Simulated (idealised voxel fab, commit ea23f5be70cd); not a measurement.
The process module presented herein is designated voxel transistor to metal.
Xsec cut, 280 nm wide, square cell size 5 nm.
Bands, listed from the top down, are how a cross-section gets written in this document; the cross-section itself is a grid of square cells, and a band is one or more rows of them. Each band's line starts with the height of the band's top and of its bottom, in nm. Then come its materials from left to right, each with its width in nm. One material with "all across" fills the band from edge to edge. "air" is empty space. Note: height 0 marks the level under which the wafer is uniformly one material as received. Lowest band unbounded below, written "0 nm and below". A two-number width, for instance "30 to 40", indicates that the width is equal to the first number in the top row of the band and to the second number in the bottom row, and that it changes by a constant amount per row of cells. You'll sometimes find "nothing altered" written for a step, and that's the way of saying that nowhere in the cross-section did a cell change during that step. Basically, "Enclosed void list" tells you about the enclosed voids: empty spaces with no open way to the top, 8 cells or bigger, each written width x height at distance, where distance is from the left edge, all in nm. On each step's line, the part that comes after the settings is the simulator's own comment on the step. overlay nm: mask offset rightward from planned place, masked step; negative means leftward offset.
The steps planned for the process are as follows:
- 1: RECEIVE: material Si
- 2: OXIDIZE: depth nm 5
- 3: CONFORMAL_DEP: material SiN, thk nm 10
- 4: MASKED_ETCH: tone cover, mask id ACTIVE, width nm 110, pitch nm 130, etch materials SiN, depth nm 10, overlay nm 0
- 5: MASKED_ETCH: tone cover, mask id ACTIVE, width nm 110, pitch nm 130, etch materials SiO2, depth nm 5, overlay nm 0
- 6: MASKED_ETCH: tone cover, mask id ACTIVE, width nm 110, pitch nm 130, etch materials Si, depth nm 35, overlay nm 0
- 7: FILL_DEP: material SiO2, thk nm 5
- 8: CMP: height nm 10
- 9: SELECTIVE_ETCH: etch materials SiO2, depth nm 5
- 10: STRIP: etch materials SiN
- 11: SELECTIVE_ETCH: etch materials SiO2, depth nm 5
- 12: OXIDIZE: depth nm 5
- 13: DIRECTIONAL_DEP: material polySi, thk nm 20
- 14: DIRECTIONAL_DEP: material SiCN, thk nm 15
- 15: DIRECTIONAL_DEP: material aC, thk nm 10
- 16: PATTERN: tone cover, mask id GATE, material resist, width nm 20, pitch nm 130, thk nm 30, overlay nm 0
- 17: DIRECTIONAL_ETCH: etch materials aC, depth nm 10
- 18: STRIP: etch materials resist
- 19: DIRECTIONAL_ETCH: etch materials SiCN, depth nm 25
- 20: DIRECTIONAL_ETCH: etch materials polySi, depth nm 30
- 21: STRIP: etch materials aC
- 22: CONFORMAL_DEP: material SiO2, thk nm 5
- 23: DIRECTIONAL_ETCH: etch materials SiO2, depth nm 5
- 24: CONFORMAL_DEP: material SiN, thk nm 5
- 25: DIRECTIONAL_ETCH: etch materials SiN, depth nm 5
- 26: DIRECTIONAL_ETCH: etch materials SiO2, depth nm 5
- 27: DIRECTIONAL_ETCH: etch materials Si, depth nm 15
- 28: EPI: material SiGe, thk nm 15
- 29: FILL_DEP: material SiO2, thk nm 10
- 30: CMP: height nm 30
- 31: DIRECTIONAL_DEP: material SiO2, thk nm 15
- 32: MASKED_ETCH: tone open, mask id CONTACT, width nm 15, etch materials SiO2, depth nm 40, overlay nm 0
- 33: CONFORMAL_DEP: material TiN, thk nm 5
- 34: FILL_DEP: material Ru, thk nm 5
- 35: CMP: height nm 45
- 36: CONFORMAL_DEP: material SiN, thk nm 5
- 37: DIRECTIONAL_DEP: material lowk, thk nm 15
- 38: PATTERN: tone open, mask id METAL_1, material resist, width nm 15, thk nm 15, overlay nm 0
- 39: DIRECTIONAL_ETCH: etch materials lowk, depth nm 15
- 40: DIRECTIONAL_ETCH: etch materials SiN, depth nm 5
- 41: STRIP: etch materials resist
- 42: CONFORMAL_DEP: material TiN, thk nm 5
- 43: FILL_DEP: material W, thk nm 5
- 44: CMP: height nm 65
- 45: EPI: material Ru, thk nm 5
- 46: FILL_DEP: material SiCN, thk nm 5
Received-state cross-section, reflecting completion of step 1:
* 0 nm and below = Si all across
* Enclosed void list: none
End-of-module cross-section of the first of two wafers, processed as planned:
* 75 nm to 70 nm = SiCN all across
* 70 nm to 65 nm = 25 nm SiCN / 25 nm Ru / 50 nm SiCN / 25 nm Ru / 30 nm SiCN / 25 nm Ru / 50 nm SiCN / 25 nm Ru / 25 nm SiCN
* 65 nm to 50 nm = 30 nm lowk / 5 nm TiN / 5 nm W / 5 nm TiN / 60 nm lowk / 5 nm TiN / 5 nm W / 5 nm TiN / 40 nm lowk / 5 nm TiN / 5 nm W / 5 nm TiN / 60 nm lowk / 5 nm TiN / 5 nm W / 5 nm TiN / 30 nm lowk
* 50 nm to 45 nm = 30 nm SiN / 15 nm TiN / 60 nm SiN / 15 nm TiN / 40 nm SiN / 15 nm TiN / 60 nm SiN / 15 nm TiN / 30 nm SiN
* 45 nm to 30 nm = 30 nm SiO2 / 5 nm TiN / 5 nm Ru / 5 nm TiN / 60 nm SiO2 / 5 nm TiN / 5 nm Ru / 5 nm TiN / 40 nm SiO2 / 5 nm TiN / 5 nm Ru / 5 nm TiN / 60 nm SiO2 / 5 nm TiN / 5 nm Ru / 5 nm TiN / 30 nm SiO2
* 30 nm to 15 nm = 30 nm SiO2 / 5 nm TiN / 5 nm Ru / 5 nm TiN / 10 nm SiO2 / 5 nm SiN / 5 nm SiO2 / 20 nm SiCN / 5 nm SiO2 / 5 nm SiN / 10 nm SiO2 / 5 nm TiN / 5 nm Ru / 5 nm TiN / 40 nm SiO2 / 5 nm TiN / 5 nm Ru / 5 nm TiN / 10 nm SiO2 / 5 nm SiN / 5 nm SiO2 / 20 nm SiCN / 5 nm SiO2 / 5 nm SiN / 10 nm SiO2 / 5 nm TiN / 5 nm Ru / 5 nm TiN / 30 nm SiO2
* 15 nm to 10 nm = 30 nm SiO2 / 5 nm TiN / 5 nm Ru / 5 nm TiN / 10 nm SiO2 / 5 nm SiN / 5 nm SiO2 / 20 nm polySi / 5 nm SiO2 / 5 nm SiN / 10 nm SiO2 / 5 nm TiN / 5 nm Ru / 5 nm TiN / 40 nm SiO2 / 5 nm TiN / 5 nm Ru / 5 nm TiN / 10 nm SiO2 / 5 nm SiN / 5 nm SiO2 / 20 nm polySi / 5 nm SiO2 / 5 nm SiN / 10 nm SiO2 / 5 nm TiN / 5 nm Ru / 5 nm TiN / 30 nm SiO2
* 10 nm to 5 nm = 30 nm SiO2 / 15 nm TiN / 10 nm SiO2 / 5 nm SiN / 5 nm SiO2 / 20 nm polySi / 5 nm SiO2 / 5 nm SiN / 10 nm SiO2 / 15 nm TiN / 40 nm SiO2 / 15 nm TiN / 10 nm SiO2 / 5 nm SiN / 5 nm SiO2 / 20 nm polySi / 5 nm SiO2 / 5 nm SiN / 10 nm SiO2 / 15 nm TiN / 30 nm SiO2
* 5 nm to 0 nm = 20 nm SiO2 / 35 nm SiGe / 5 nm SiN / 5 nm SiO2 / 20 nm polySi / 5 nm SiO2 / 5 nm SiN / 35 nm SiGe / 20 nm SiO2 / 35 nm SiGe / 5 nm SiN / 5 nm SiO2 / 20 nm polySi / 5 nm SiO2 / 5 nm SiN / 35 nm SiGe / 20 nm SiO2
* 0 nm to -5 nm = 20 nm SiO2 / 5 nm SiN / 30 nm SiGe / 5 nm SiN / 5 nm SiO2 / 20 nm polySi / 5 nm SiO2 / 5 nm SiN / 30 nm SiGe / 5 nm SiN / 20 nm SiO2 / 5 nm SiN / 30 nm SiGe / 5 nm SiN / 5 nm SiO2 / 20 nm polySi / 5 nm SiO2 / 5 nm SiN / 30 nm SiGe / 5 nm SiN / 20 nm SiO2
* -5 nm to -10 nm = 25 nm SiO2 / 30 nm SiGe / 40 nm SiO2 / 30 nm SiGe / 30 nm SiO2 / 30 nm SiGe / 40 nm SiO2 / 30 nm SiGe / 25 nm SiO2
* -10 nm to -25 nm = 20 nm SiO2 / 5 nm Si / 30 nm SiGe / 40 nm Si / 30 nm SiGe / 5 nm Si / 20 nm SiO2 / 5 nm Si / 30 nm SiGe / 40 nm Si / 30 nm SiGe / 5 nm Si / 20 nm SiO2
* -25 nm to -40 nm = 20 nm SiO2 / 110 nm Si / 20 nm SiO2 / 110 nm Si / 20 nm SiO2
* -40 nm and below = Si all across
* Enclosed void list: none
The second wafer, shown in cross-section after the module: started the same way as the first and given the same plan, yet one mistake crept into how it was run:
* 75 nm to 70 nm = SiCN all across
* 70 nm to 65 nm = 25 nm SiCN / 25 nm Ru / 50 nm SiCN / 25 nm Ru / 30 nm SiCN / 25 nm Ru / 50 nm SiCN / 25 nm Ru / 25 nm SiCN
* 65 nm to 50 nm = 30 nm lowk / 5 nm TiN / 5 nm W / 5 nm TiN / 60 nm lowk / 5 nm TiN / 5 nm W / 5 nm TiN / 40 nm lowk / 5 nm TiN / 5 nm W / 5 nm TiN / 60 nm lowk / 5 nm TiN / 5 nm W / 5 nm TiN / 30 nm lowk
* 50 nm to 45 nm = 30 nm SiN / 15 nm TiN / 60 nm SiN / 15 nm TiN / 40 nm SiN / 15 nm TiN / 60 nm SiN / 15 nm TiN / 30 nm SiN
* 45 nm to 30 nm = 30 nm SiO2 / 5 nm TiN / 5 nm Ru / 5 nm TiN / 60 nm SiO2 / 5 nm TiN / 5 nm Ru / 5 nm TiN / 40 nm SiO2 / 5 nm TiN / 5 nm Ru / 5 nm TiN / 60 nm SiO2 / 5 nm TiN / 5 nm Ru / 5 nm TiN / 30 nm SiO2
* 30 nm to 20 nm = 30 nm SiO2 / 5 nm TiN / 5 nm Ru / 5 nm TiN / 10 nm SiO2 / 5 nm SiN / 5 nm SiO2 / 20 nm SiCN / 5 nm SiO2 / 5 nm SiN / 10 nm SiO2 / 5 nm TiN / 5 nm Ru / 5 nm TiN / 40 nm SiO2 / 5 nm TiN / 5 nm Ru / 5 nm TiN / 10 nm SiO2 / 5 nm SiN / 5 nm SiO2 / 20 nm SiCN / 5 nm SiO2 / 5 nm SiN / 10 nm SiO2 / 5 nm TiN / 5 nm Ru / 5 nm TiN / 30 nm SiO2
* 20 nm to 15 nm = 30 nm SiO2 / 5 nm TiN / 5 nm Ru / 5 nm TiN / 10 nm SiO2 / 5 nm SiN / 5 nm SiO2 / 20 nm polySi / 5 nm SiO2 / 5 nm SiN / 10 nm SiO2 / 5 nm TiN / 5 nm Ru / 5 nm TiN / 40 nm SiO2 / 5 nm TiN / 5 nm Ru / 5 nm TiN / 10 nm SiO2 / 5 nm SiN / 5 nm SiO2 / 20 nm polySi / 5 nm SiO2 / 5 nm SiN / 10 nm SiO2 / 5 nm TiN / 5 nm Ru / 5 nm TiN / 30 nm SiO2
* 15 nm to 10 nm = 30 nm SiO2 / 15 nm TiN / 10 nm SiO2 / 5 nm SiN / 5 nm SiO2 / 20 nm polySi / 5 nm SiO2 / 5 nm SiN / 10 nm SiO2 / 15 nm TiN / 40 nm SiO2 / 15 nm TiN / 10 nm SiO2 / 5 nm SiN / 5 nm SiO2 / 20 nm polySi / 5 nm SiO2 / 5 nm SiN / 10 nm SiO2 / 15 nm TiN / 30 nm SiO2
* 10 nm to 5 nm = 30 nm SiO2 / 10 nm TiN / 15 nm SiGe / 5 nm SiN / 5 nm SiO2 / 20 nm polySi / 5 nm SiO2 / 5 nm SiN / 15 nm SiGe / 10 nm TiN / 40 nm SiO2 / 10 nm TiN / 15 nm SiGe / 5 nm SiN / 5 nm SiO2 / 20 nm polySi / 5 nm SiO2 / 5 nm SiN / 15 nm SiGe / 10 nm TiN / 30 nm SiO2
* 5 nm to 0 nm = 55 nm SiGe / 5 nm SiN / 5 nm SiO2 / 20 nm polySi / 5 nm SiO2 / 5 nm SiN / 90 nm SiGe / 5 nm SiN / 5 nm SiO2 / 20 nm polySi / 5 nm SiO2 / 5 nm SiN / 55 nm SiGe
* 0 nm to -5 nm = 15 nm SiGe / 5 nm SiN / 35 nm SiGe / 40 nm SiO2 / 35 nm SiGe / 5 nm SiN / 10 nm SiGe / 5 nm SiN / 35 nm SiGe / 40 nm SiO2 / 35 nm SiGe / 5 nm SiN / 15 nm SiGe
* -5 nm to -10 nm = 15 nm SiGe / 15 nm SiO2 / 25 nm SiGe / 40 nm Si / 25 nm SiGe / 15 nm SiO2 / 10 nm SiGe / 15 nm SiO2 / 25 nm SiGe / 40 nm Si / 25 nm SiGe / 15 nm SiO2 / 15 nm SiGe
* -10 nm to -20 nm = 15 nm SiGe / 15 nm Si / 25 nm SiGe / 40 nm Si / 25 nm SiGe / 15 nm Si / 10 nm SiGe / 15 nm Si / 25 nm SiGe / 40 nm Si / 25 nm SiGe / 15 nm Si / 15 nm SiGe
* -20 nm to -25 nm = 15 nm SiGe / 120 nm Si / 10 nm SiGe / 120 nm Si / 15 nm SiGe
* -25 nm and below = Si all across
* Enclosed void list: none
Diagnosis: step 4 deviated from plan and actually ran as MASKED_ETCH: tone open, mask id ACTIVE, width nm 110, pitch nm 130, etch materials SiN, depth nm 10, overlay nm 0
Count the cells at the end and the second wafer has more or fewer of some materials than the first: Ru: 4 fewer, Si: 96 more, SiCN: 8 fewer, SiGe: 32 more, SiN: 4 fewer, SiO2: 112 fewer
